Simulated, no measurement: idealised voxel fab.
process module | voxel transistor to metal
cross-section cut | 295 nm wide | cells 5 nm
A cross-section is a grid of square cells, given in bands from the top down. A band is one or more rows of cells.
Each band's line starts with the height of the band's top and of its bottom, in nm. Then come its materials from left to right, each with its width in nm. One material with "throughout" fills the band from edge to edge. "air" is empty space.
Height 0 is the level under which the wafer as received is all one material. The lowest band goes on downwards, as in "0 down".
A width such as "30 to 40" changes by the same amount from each row of cells to the next, from the band's top row to its bottom row.
"no change" after a step means that no cell of the cross-section changed.
closed voids: empty space of 8 cells or more with no open way to the top, each as width x height at its distance from the left edge, in nm
after a step's settings: what the simulator itself notes on the step
overlay nm, on a step with a mask: how far to the right of its planned place the mask lay; to the left if negative
plan
1 op RECEIVE | material Si
2 op CONFORMAL_DEP | material SiO2 | thk nm 5
3 op CONFORMAL_DEP | material SiN | thk nm 15
4 op PATTERN | tone cover | mask id ACTIVE | material resist | width nm 105 | pitch nm 135 | thk nm 15 | overlay nm 0
5 op DIRECTIONAL_ETCH | etch materials SiN | depth nm 15
6 op DIRECTIONAL_ETCH | etch materials SiO2 | depth nm 5
7 op DIRECTIONAL_ETCH | etch materials Si | depth nm 30
8 op STRIP | etch materials resist
9 op OXIDIZE | depth nm 5
10 op FILL_DEP | material SiO2 | thk nm 10
11 op CMP | height nm 20
12 op SELECTIVE_ETCH | etch materials SiO2 | depth nm 15
13 op STRIP | etch materials SiN
14 op SELECTIVE_ETCH | etch materials SiO2 | depth nm 5
15 op OXIDIZE | depth nm 5
16 op DIRECTIONAL_DEP | material polySi | thk nm 25
17 op DIRECTIONAL_DEP | material SiCN | thk nm 10
18 op MASKED_ETCH | tone cover | mask id GATE | width nm 25 | pitch nm 135 | etch materials SiCN | depth nm 20 | overlay nm 0
19 op MASKED_ETCH | tone cover | mask id GATE | width nm 25 | pitch nm 135 | etch materials polySi | depth nm 35 | overlay nm 0
20 op CONFORMAL_DEP | material SiO2 | thk nm 5
21 op DIRECTIONAL_ETCH | etch materials SiO2 | depth nm 5
22 op CONFORMAL_DEP | material SiN | thk nm 10
23 op DIRECTIONAL_ETCH | etch materials SiN | depth nm 10
24 op DIRECTIONAL_ETCH | etch materials SiO2 | depth nm 5
25 op DIRECTIONAL_ETCH | etch materials Si | depth nm 15
26 op EPI | material nSi | thk nm 15
27 op FILL_DEP | material SiO2 | thk nm 10
28 op CMP | height nm 35
29 op DIRECTIONAL_DEP | material SiO2 | thk nm 15
30 op DIRECTIONAL_DEP | material aC | thk nm 15
31 op PATTERN | tone open | mask id CONTACT | material resist | width nm 30 | thk nm 30 | overlay nm 0
32 op DIRECTIONAL_ETCH | etch materials aC | depth nm 15
33 op STRIP | etch materials resist
34 op DIRECTIONAL_ETCH | etch materials SiO2 | depth nm 55
35 op STRIP | etch materials aC
36 op CONFORMAL_DEP | material TiN | thk nm 5
37 op FILL_DEP | material W | thk nm 5
38 op CMP | height nm 50
39 op DIRECTIONAL_DEP | material TiN | thk nm 5
40 op DIRECTIONAL_DEP | material Ru | thk nm 20
41 op PATTERN | tone cover | mask id METAL_1 | material resist | width nm 20 | thk nm 20 | overlay nm 0
42 op DIRECTIONAL_ETCH | etch materials Ru | depth nm 20
43 op DIRECTIONAL_ETCH | etch materials TiN | depth nm 5
44 op STRIP | etch materials resist
45 op CONFORMAL_DEP | material SiN | thk nm 5
46 op FILL_DEP | material lowk | thk nm 5
47 op CMP | height nm 75
48 op CONFORMAL_DEP | material SiCN | thk nm 5
49 op DIRECTIONAL_DEP | material lowk | thk nm 25
50 op DIRECTIONAL_DEP | material aC | thk nm 15
51 op PATTERN | tone open | mask id METAL_2 | material resist | width nm 20 | pitch nm 135 | thk nm 35 | overlay nm 0
52 op DIRECTIONAL_ETCH | etch materials aC | depth nm 15
53 op STRIP | etch materials resist
54 op DIRECTIONAL_ETCH | etch materials lowk | depth nm 15
55 op STRIP | etch materials aC
56 op DIRECTIONAL_DEP | material aC | thk nm 10
57 op PATTERN | tone open | mask id METAL_2_HOLES | material resist | width nm 15 | pitch nm 135 | thk nm 25 | overlay nm 0
58 op DIRECTIONAL_ETCH | etch materials aC | depth nm 10
59 op STRIP | etch materials resist
60 op DIRECTIONAL_ETCH | etch materials lowk | depth nm 10
61 op DIRECTIONAL_ETCH | etch materials SiCN | depth nm 5
62 op STRIP | etch materials aC
63 op CONFORMAL_DEP | material TiN | thk nm 5
64 op FILL_DEP | material Cu | thk nm 5
65 op CMP | height nm 105
66 op CONFORMAL_DEP | material SiCN | thk nm 5
as received, after step 1
  0 down: Si throughout
  closed voids: none
first wafer at the end, as planned
  110 to 105: SiCN throughout
  105 to 95: lowk 30 | TiN 5 | Cu 10 | TiN 5 | lowk 115 | TiN 5 | Cu 10 | TiN 5 | lowk 110
  95 to 90: lowk 30 | TiN 5 | Cu 5 | TiN 10 | lowk 115 | TiN 5 | Cu 5 | TiN 10 | lowk 110
  90 to 80: lowk 30 | TiN 5 | Cu 5 | TiN 5 | lowk 120 | TiN 5 | Cu 5 | TiN 5 | lowk 115
  80 to 75: SiCN 30 | TiN 15 | SiCN 120 | TiN 15 | SiCN 115
  75 to 55: lowk 25 | SiN 5 | Ru 20 | SiN 5 | lowk 45 | SiN 5 | Ru 20 | SiN 5 | lowk 30 | SiN 5 | Ru 20 | SiN 5 | lowk 45 | SiN 5 | Ru 20 | SiN 5 | lowk 30
  55 to 50: SiN 30 | TiN 20 | SiN 55 | TiN 20 | SiN 40 | TiN 20 | SiN 55 | TiN 20 | SiN 35
  50 to 40: SiO2 30 | TiN 5 | W 20 | TiN 5 | SiO2 35 | TiN 5 | W 20 | TiN 5 | SiO2 40 | TiN 5 | W 20 | TiN 5 | SiO2 35 | TiN 5 | W 20 | TiN 5 | SiO2 35
  40 to 35: SiO2 30 | TiN 5 | W 10 | TiN 15 | SiO2 35 | TiN 15 | W 10 | TiN 5 | SiO2 40 | TiN 5 | W 10 | TiN 15 | SiO2 35 | TiN 15 | W 10 | TiN 5 | SiO2 35
  35 to 25: SiO2 30 | TiN 5 | W 10 | TiN 5 | SiN 10 | SiO2 5 | SiCN 25 | SiO2 5 | SiN 10 | TiN 5 | W 10 | TiN 5 | SiO2 40 | TiN 5 | W 10 | TiN 5 | SiN 10 | SiO2 5 | SiCN 25 | SiO2 5 | SiN 10 | TiN 5 | W 10 | TiN 5 | SiO2 35
  25 to 15: SiO2 30 | TiN 5 | W 10 | TiN 5 | SiN 10 | SiO2 5 | polySi 25 | SiO2 5 | SiN 10 | TiN 5 | W 10 | TiN 5 | SiO2 40 | TiN 5 | W 10 | TiN 5 | SiN 10 | SiO2 5 | polySi 25 | SiO2 5 | SiN 10 | TiN 5 | W 10 | TiN 5 | SiO2 35
  15 to 10: SiO2 30 | TiN 20 | SiN 10 | SiO2 5 | polySi 25 | SiO2 5 | SiN 10 | TiN 20 | SiO2 40 | TiN 20 | SiN 10 | SiO2 5 | polySi 25 | SiO2 5 | SiN 10 | TiN 20 | SiO2 35
  10 to 0: SiO2 30 | TiN 5 | nSi 15 | SiN 10 | SiO2 5 | polySi 25 | SiO2 5 | SiN 10 | nSi 15 | TiN 5 | SiO2 40 | TiN 5 | nSi 15 | SiN 10 | SiO2 5 | polySi 25 | SiO2 5 | SiN 10 | nSi 15 | TiN 5 | SiO2 35
  0 to -5: SiO2 30 | TiN 5 | nSi 15 | SiO2 55 | nSi 15 | TiN 5 | SiO2 40 | TiN 5 | nSi 15 | SiO2 55 | nSi 15 | TiN 5 | SiO2 35
  -5 to -20: SiO2 30 | nSi 20 | Si 55 | nSi 20 | SiO2 40 | nSi 20 | Si 55 | nSi 20 | SiO2 35
  -20 to -35: SiO2 30 | Si 95 | SiO2 40 | Si 95 | SiO2 35
  -35 down: Si throughout
  closed voids: none
second wafer at the end: like start, like plan, one mistake
  110 to 105: SiCN throughout
  105 to 95: lowk 30 | TiN 5 | Cu 10 | TiN 5 | lowk 115 | TiN 5 | Cu 10 | TiN 5 | lowk 110
  95 to 90: lowk 30 | TiN 5 | Cu 5 | TiN 10 | lowk 115 | TiN 5 | Cu 5 | TiN 10 | lowk 110
  90 to 80: lowk 30 | TiN 5 | Cu 5 | TiN 5 | lowk 120 | TiN 5 | Cu 5 | TiN 5 | lowk 115
  80 to 75: SiCN 30 | TiN 15 | SiCN 120 | TiN 15 | SiCN 115
  75 to 55: lowk 25 | W 5 | Ru 20 | W 5 | lowk 45 | W 5 | Ru 20 | W 5 | lowk 30 | W 5 | Ru 20 | W 5 | lowk 45 | W 5 | Ru 20 | W 5 | lowk 30
  55 to 50: W 30 | TiN 20 | W 55 | TiN 20 | W 40 | TiN 20 | W 55 | TiN 20 | W 35
  50 to 40: SiO2 30 | TiN 5 | W 20 | TiN 5 | SiO2 35 | TiN 5 | W 20 | TiN 5 | SiO2 40 | TiN 5 | W 20 | TiN 5 | SiO2 35 | TiN 5 | W 20 | TiN 5 | SiO2 35
  40 to 35: SiO2 30 | TiN 5 | W 10 | TiN 15 | SiO2 35 | TiN 15 | W 10 | TiN 5 | SiO2 40 | TiN 5 | W 10 | TiN 15 | SiO2 35 | TiN 15 | W 10 | TiN 5 | SiO2 35
  35 to 25: SiO2 30 | TiN 5 | W 10 | TiN 5 | SiN 10 | SiO2 5 | SiCN 25 | SiO2 5 | SiN 10 | TiN 5 | W 10 | TiN 5 | SiO2 40 | TiN 5 | W 10 | TiN 5 | SiN 10 | SiO2 5 | SiCN 25 | SiO2 5 | SiN 10 | TiN 5 | W 10 | TiN 5 | SiO2 35
  25 to 15: SiO2 30 | TiN 5 | W 10 | TiN 5 | SiN 10 | SiO2 5 | polySi 25 | SiO2 5 | SiN 10 | TiN 5 | W 10 | TiN 5 | SiO2 40 | TiN 5 | W 10 | TiN 5 | SiN 10 | SiO2 5 | polySi 25 | SiO2 5 | SiN 10 | TiN 5 | W 10 | TiN 5 | SiO2 35
  15 to 10: SiO2 30 | TiN 20 | SiN 10 | SiO2 5 | polySi 25 | SiO2 5 | SiN 10 | TiN 20 | SiO2 40 | TiN 20 | SiN 10 | SiO2 5 | polySi 25 | SiO2 5 | SiN 10 | TiN 20 | SiO2 35
  10 to 0: SiO2 30 | TiN 5 | nSi 15 | SiN 10 | SiO2 5 | polySi 25 | SiO2 5 | SiN 10 | nSi 15 | TiN 5 | SiO2 40 | TiN 5 | nSi 15 | SiN 10 | SiO2 5 | polySi 25 | SiO2 5 | SiN 10 | nSi 15 | TiN 5 | SiO2 35
  0 to -5: SiO2 30 | TiN 5 | nSi 15 | SiO2 55 | nSi 15 | TiN 5 | SiO2 40 | TiN 5 | nSi 15 | SiO2 55 | nSi 15 | TiN 5 | SiO2 35
  -5 to -20: SiO2 30 | nSi 20 | Si 55 | nSi 20 | SiO2 40 | nSi 20 | Si 55 | nSi 20 | SiO2 35
  -20 to -35: SiO2 30 | Si 95 | SiO2 40 | Si 95 | SiO2 35
  -35 down: Si throughout
  closed voids: none
what went wrong: step 45 ran as: op CONFORMAL_DEP | material W | thk nm 5
at the end the second wafer has, in cells: 75 fewer of SiN | 75 more of W
